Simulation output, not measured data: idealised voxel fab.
process module | voxel self aligned contacts
cross-section cut | 285 nm wide | cells 5 nm
A cross-section is a grid of square cells, given in bands from the top down. A band is one or more rows of cells.
Each band's line starts with the height of the band's top and of its bottom, in nm. Then come its materials from left to right, each with its width in nm. One material with "throughout" fills the band from edge to edge. "air" is empty space.
Height 0 is the level under which the wafer as received is all one material. The lowest band goes on downwards, as in "0 down".
A width such as "30 to 40" changes by the same amount from each row of cells to the next, from the band's top row to its bottom row.
"no change" after a step means that no cell of the cross-section changed.
closed voids: empty space of 8 cells or more with no open way to the top, each as width x height at its distance from the left edge, in nm
after a step's settings: what the simulator itself notes on the step
overlay nm, on a step with a mask: how far to the right of its planned place the mask lay; to the left if negative
plan
1 op RECEIVE | material Si
2 op OXIDIZE | depth nm 5
3 op DIRECTIONAL_DEP | material polySi | thk nm 30
4 op DIRECTIONAL_DEP | material SiN | thk nm 25
5 op PATTERN | tone cover | mask id GATE | material resist | width nm 35 | pitch nm 75 | thk nm 20 | overlay nm 0
6 op DIRECTIONAL_ETCH | etch materials SiN | depth nm 25
7 op DIRECTIONAL_ETCH | etch materials polySi | depth nm 30
8 op STRIP | etch materials resist
9 op CONFORMAL_DEP | material SiN | thk nm 10
10 op DIRECTIONAL_ETCH | etch materials SiN | depth nm 10
11 op FILL_DEP | material SiO2 | thk nm 20
12 op CMP | height nm 65
13 op PATTERN | tone open | mask id CONTACT | material resist | width nm 50 | pitch nm 75 | thk nm 15 | overlay nm 0
14 op DIRECTIONAL_ETCH | etch materials SiO2 | depth nm 70
15 op STRIP | etch materials resist
16 op CONFORMAL_DEP | material TiN | thk nm 5
17 op FILL_DEP | material W | thk nm 10
18 op CMP | height nm 65
19 op CONFORMAL_DEP | material SiN | thk nm 5
as received, after step 1
  0 down: Si throughout
  closed voids: none
first wafer at the end, as planned
  70 to 65: SiN throughout
  65 to 55: SiO2 80 | TiN 5 to 20 | W 40 to 10 | TiN 5 to 20 | SiO2 25 | TiN 5 to 20 | W 40 to 10 | TiN 5 to 20 | SiO2 80
  55 to 30: SiO2 40 | SiN 55 | TiN 5 | W 10 | TiN 5 | SiN 55 | TiN 5 | W 10 | TiN 5 | SiN 55 | SiO2 40
  30 to 0: SiO2 40 | SiN 10 | polySi 35 | SiN 10 | TiN 5 | W 10 | TiN 5 | SiN 10 | polySi 35 | SiN 10 | TiN 5 | W 10 | TiN 5 | SiN 10 | polySi 35 | SiN 10 | SiO2 40
  0 to -5: SiO2 95 | TiN 20 | SiO2 55 | TiN 20 | SiO2 95
  -5 down: Si throughout
  closed voids: none
second wafer at the end: like start, like plan, one mistake
  70 to 65: SiN throughout
  65 to 60: SiO2 80 | TiN 5 | W 40 | TiN 5 | SiO2 25 | TiN 5 | W 40 | TiN 5 | SiO2 80
  60 to 55: SiO2 80 | TiN 50 | SiO2 25 | TiN 50 | SiO2 80
  55 to 30: SiN 60 | SiO2 15 | SiN 60 | SiO2 15 | SiN 60 | SiO2 15 | SiN 60
  30 to 0: polySi 50 | SiN 10 | SiO2 15 | SiN 10 | polySi 40 | SiN 10 | SiO2 15 | SiN 10 | polySi 40 | SiN 10 | SiO2 15 | SiN 10 | polySi 50
  0 to -5: SiO2 throughout
  -5 down: Si throughout
  closed voids: none
what went wrong: step 5 ran as: op PATTERN | tone open | mask id GATE | material resist | width nm 35 | pitch nm 75 | thk nm 20 | overlay nm 0
at the end the second wafer has, in cells: 75 more of SiN | 69 fewer of SiO2 | 48 fewer of TiN | 48 fewer of W | 90 more of polySi
